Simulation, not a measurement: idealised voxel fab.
The process module presented herein is designated voxel quadruple lines.
We display cut, a cross-section 290 nm in width whose square cells are each 5 nm.
For the purposes of this document, a cross-section shall be understood as a grid of square cells, specified as bands listed in top-to-bottom order, each band consisting of one or more rows of cells. For a band, the entry starts with two heights in nm, that of the top and then that of the bottom, and carries on with the band's materials in order from left to right, each alongside its width in nm; the word "full width" beside a single material means it fills the band edge to edge, and "empty" means empty space. Note: height 0 marks the level under which the wafer is uniformly one material as received. Lowest band unbounded below, written "from 0 down". A two-number width, for instance "30->40", indicates that the width is equal to the first number in the top row of the band and to the second number in the bottom row, and that it changes by a constant amount per row of cells. You'll sometimes find "no change" written for a step, and that's the way of saying that nowhere in the cross-section did a cell change during that step. Any empty space of 8 cells or more lacking an open way to the top shows up in "Fully enclosed voids" as width x height at distance, distance from the left edge, in nm. Post-settings text on a step line: simulator's own remark regarding the step. overlay nm: step with mask; distance mask lay right of planned place; negative value = left of planned place.

# List of planned process steps
1. op RECEIVE | material Si
2. op CONFORMAL_DEP | material SiO2 | thk nm 10
3. op DIRECTIONAL_DEP | material Ru | thk nm 10
4. op DIRECTIONAL_DEP | material polySi | thk nm 15
5. op DIRECTIONAL_DEP | material aC | thk nm 20
6. op PATTERN | tone cover | mask id MANDREL | material resist | width nm 15 | thk nm 25 | overlay nm 0
7. op DIRECTIONAL_ETCH | etch materials aC | depth nm 20
8. op STRIP | etch materials resist
9. op CONFORMAL_DEP | material SiO2 | thk nm 10
10. op DIRECTIONAL_ETCH | etch materials SiO2 | depth nm 10
11. op STRIP | etch materials aC
12. op DIRECTIONAL_ETCH | etch materials polySi | depth nm 15
13. op STRIP | etch materials SiO2
14. op CONFORMAL_DEP | material SiCN | thk nm 5
15. op DIRECTIONAL_ETCH | etch materials SiCN | depth nm 5
16. op STRIP | etch materials polySi
17. op DIRECTIONAL_ETCH | etch materials Ru | depth nm 10
18. op STRIP | etch materials SiCN
19. op FILL_DEP | material SiO2 | thk nm 10
20. op CMP | height nm 20
For this document, wafers share an identical start and vary in the step 6 width nm; the plan quotes the first wafer's value.

# Sectional view: first of several wafers, as received, after step 1
	from 0 down | Si full width
	Fully enclosed voids: none

# The following table contains a row per wafer, in which are reported, at the conclusion of the module, the cells of each material gained (+) or lost (-) since the wafer's receipt, with its closed voids given thereafter
width nm 15 | +8 Ru | +224 SiO2 | Fully enclosed voids: none
width nm 20 | +8 Ru | +224 SiO2 | Fully enclosed voids: none
width nm 25 | +8 Ru | +224 SiO2 | Fully enclosed voids: none
width nm 30 | +8 Ru | +224 SiO2 | Fully enclosed voids: none
width nm 35 | +8 Ru | +224 SiO2 | Fully enclosed voids: none
